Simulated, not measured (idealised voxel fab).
process module | voxel capacitor over wiring
cross-section cut | 160 nm wide | cells 5 nm
A cross-section is a grid of square cells, given in bands from the top down. A band is one or more rows of cells.
Each band's line starts with the height of the band's top and of its bottom, in nm. Then come its materials from left to right, each with its width in nm. One material with "throughout" fills the band from edge to edge. "air" is empty space.
Height 0 is the level under which the wafer as received is all one material. The lowest band goes on downwards, as in "0 down".
A width such as "30 to 40" changes by the same amount from each row of cells to the next, from the band's top row to its bottom row.
"no change" after a step means that no cell of the cross-section changed.
closed voids: empty space of 8 cells or more with no open way to the top, each as width x height at its distance from the left edge, in nm
after a step's settings: what the simulator itself notes on the step
overlay nm, on a step with a mask: how far to the right of its planned place the mask lay; to the left if negative
plan
1 op RECEIVE | material Si
2 op CONFORMAL_DEP | material SiO2 | thk nm 10
3 op DIRECTIONAL_DEP | material TiN | thk nm 5
4 op DIRECTIONAL_DEP | material Ru | thk nm 15
5 op MASKED_ETCH | tone cover | mask id METAL_1 | width nm 20 | pitch nm 90 | etch materials Ru | depth nm 15 | overlay nm 0
6 op MASKED_ETCH | tone cover | mask id METAL_1 | width nm 20 | pitch nm 90 | etch materials TiN | depth nm 5 | overlay nm 0
7 op CONFORMAL_DEP | material SiN | thk nm 5
8 op FILL_DEP | material lowk | thk nm 5
9 op CMP | height nm 30
10 op CONFORMAL_DEP | material SiCN | thk nm 5
11 op DIRECTIONAL_DEP | material lowk | thk nm 20
12 op DIRECTIONAL_DEP | material aC | thk nm 10
13 op PATTERN | tone open | mask id PLUG_1 | material resist | width nm 15 | thk nm 25 | overlay nm 0
14 op DIRECTIONAL_ETCH | etch materials aC | depth nm 10
15 op STRIP | etch materials resist
16 op DIRECTIONAL_ETCH | etch materials lowk | depth nm 20
17 op DIRECTIONAL_ETCH | etch materials SiCN | depth nm 5
18 op STRIP | etch materials aC
19 op EPI | material Ru | thk nm 10
20 op EPI | material Ru | thk nm 10
21 op EPI | material Ru | thk nm 5
22 op DIRECTIONAL_DEP | material TiN | thk nm 10
23 op DIRECTIONAL_DEP | material Al2O3 | thk nm 5
24 op DIRECTIONAL_DEP | material TiN | thk nm 10
25 op MASKED_ETCH | tone cover | mask id UPPER_PLATE | width nm 75 | etch materials TiN | depth nm 10 | overlay nm 0
26 op MASKED_ETCH | tone cover | mask id UPPER_PLATE | width nm 75 | etch materials Al2O3 | depth nm 5 | overlay nm 0
27 op DIRECTIONAL_DEP | material aC | thk nm 15
28 op PATTERN | tone cover | mask id LOWER_PLATE | material resist | width nm 85 | thk nm 35 | overlay nm 0
29 op DIRECTIONAL_ETCH | etch materials aC | depth nm 15
30 op STRIP | etch materials resist
31 op DIRECTIONAL_ETCH | etch materials TiN | depth nm 10
32 op STRIP | etch materials aC
33 op FILL_DEP | material SiO2 | thk nm 20
34 op CMP | height nm 95
35 op PATTERN | tone open | mask id PLUG_2 | material resist | width nm 15 | thk nm 20 | overlay nm 0
36 op DIRECTIONAL_ETCH | etch materials SiO2 | depth nm 15
37 op STRIP | etch materials resist
38 op CONFORMAL_DEP | material TiN | thk nm 5
39 op FILL_DEP | material Cu | thk nm 5
40 op CMP | height nm 95
41 op CONFORMAL_DEP | material SiCN | thk nm 5
varied across the wafers: thk nm of step 7. The plan shows the first wafer's value. All wafers start alike
first wafer as received, after step 1
  0 down: Si throughout
  closed voids: none
first wafer at the end, after step 41
  100 to 95: SiCN throughout
  95 to 85: SiO2 40 | TiN 5 | Cu 5 | TiN 5 | SiO2 105
  85 to 80: SiO2 40 | TiN 15 | SiO2 105
  80 to 70: SiO2 30 | TiN 75 | SiO2 55
  70 to 65: SiO2 30 | Al2O3 75 | SiO2 55
  65 to 55: SiO2 25 | TiN 85 | SiO2 50
  55 to 35: lowk 30 | Ru 15 | lowk 115
  35 to 30: SiCN 30 | Ru 15 | SiCN 115
  30 to 15: lowk 20 | SiN 5 | Ru 20 | SiN 5 | lowk 60 | SiN 5 | Ru 20 | SiN 5 | lowk 20
  15 to 10: SiN 25 | TiN 20 | SiN 70 | TiN 20 | SiN 25
  10 to 0: SiO2 throughout
  0 down: Si throughout
  closed voids: none
last wafer at the end
  100 to 95: SiCN throughout
  95 to 85: SiO2 40 | TiN 5 | Cu 5 | TiN 5 | SiO2 105
  85 to 80: SiO2 40 | TiN 15 | SiO2 105
  80 to 70: SiO2 30 | TiN 75 | SiO2 55
  70 to 65: SiO2 30 | Al2O3 75 | SiO2 55
  65 to 55: SiO2 25 | TiN 85 | SiO2 50
  55 to 35: lowk 30 | Ru 15 | lowk 115
  35 to 30: SiCN 30 | Ru 15 | SiCN 115
  30 to 15: SiN 25 | Ru 20 | SiN 70 | Ru 20 | SiN 25
  15 to 10: SiN 25 | TiN 20 | SiN 70 | TiN 20 | SiN 25
  10 to 0: SiO2 throughout
  0 down: Si throughout
  closed voids: none
each wafer at the end: cells of each material gained (+) or lost (-) since it was received, then its closed voids
thk nm 5 | +15 Al2O3 | +2 Cu | +39 Ru | +61 SiCN | +36 SiN | +232 SiO2 | +79 TiN | +176 lowk | closed voids: none
thk nm 10 | +15 Al2O3 | +2 Cu | +39 Ru | +61 SiCN | +64 SiN | +232 SiO2 | +79 TiN | +148 lowk | closed voids: none
thk nm 15 | +15 Al2O3 | +2 Cu | +39 Ru | +61 SiCN | +84 SiN | +232 SiO2 | +79 TiN | +128 lowk | closed voids: none
thk nm 20 | +15 Al2O3 | +2 Cu | +39 Ru | +61 SiCN | +96 SiN | +232 SiO2 | +79 TiN | +116 lowk | closed voids: none
